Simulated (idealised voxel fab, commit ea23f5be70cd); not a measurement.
process module | voxel released beams
cross-section cut | 250 nm wide | cells 5 nm
A cross-section is a grid of square cells, given in bands from the top down. A band is one or more rows of cells.
Each band's line starts with the height of the band's top and of its bottom, in nm. Then come its materials from left to right, each with its width in nm. One material with "throughout" fills the band from edge to edge. "air" is empty space.
Height 0 is the level under which the wafer as received is all one material. The lowest band goes on downwards, as in "0 down".
A width such as "30 to 40" changes by the same amount from each row of cells to the next, from the band's top row to its bottom row.
"no change" after a step means that no cell of the cross-section changed.
closed voids: empty space of 8 cells or more with no open way to the top, each as width x height at its distance from the left edge, in nm
after a step's settings: what the simulator itself notes on the step
overlay nm, on a step with a mask: how far to the right of its planned place the mask lay; to the left if negative
plan
1 op RECEIVE | material Si
2 op CONFORMAL_DEP | material SiN | thk nm 5
3 op DIRECTIONAL_DEP | material SiO2 | thk nm 10
4 op MASKED_ETCH | tone open | mask id ANCHOR | width nm 40 | etch materials SiO2 | depth nm 10 | overlay nm 0
5 op CONFORMAL_DEP | material polySi | thk nm 15
6 op DIRECTIONAL_DEP | material aC | thk nm 10
7 op PATTERN | tone cover | mask id BEAM | material resist | width nm 105 | thk nm 25 | overlay nm 0
8 op DIRECTIONAL_ETCH | etch materials aC | depth nm 10
9 op STRIP | etch materials resist
10 op DIRECTIONAL_ETCH | etch materials polySi | depth nm 15
11 op STRIP | etch materials aC
12 op STRIP | etch materials SiO2
varied across the wafers: width nm of step 7. The plan shows the first wafer's value. All wafers start alike
first wafer as received, after step 1
  0 down: Si throughout
  closed voids: none
first wafer at the end, after step 12
  30 to 20: air 70 | polySi 15 | air 10 | polySi 80 | air 75
  20 to 15: air 70 | polySi 105 | air 75
  15 to 5: air 70 | polySi 40 | air 140
  5 to 0: SiN throughout
  0 down: Si throughout
  closed voids: none
last wafer at the end
  30 to 20: air 60 | polySi 25 | air 10 | polySi 95 | air 60
  20 to 15: air 60 | polySi 130 | air 60
  15 to 5: air 70 | polySi 40 | air 140
  5 to 0: SiN throughout
  0 down: Si throughout
  closed voids: none
each wafer at the end: cells of each material gained (+) or lost (-) since it was received, then its closed voids
width nm 105 | +50 SiN | +75 polySi | closed voids: none
width nm 110 | +50 SiN | +78 polySi | closed voids: none
width nm 115 | +50 SiN | +81 polySi | closed voids: none
width nm 120 | +50 SiN | +84 polySi | closed voids: none
width nm 125 | +50 SiN | +87 polySi | closed voids: none
width nm 130 | +50 SiN | +90 polySi | closed voids: none
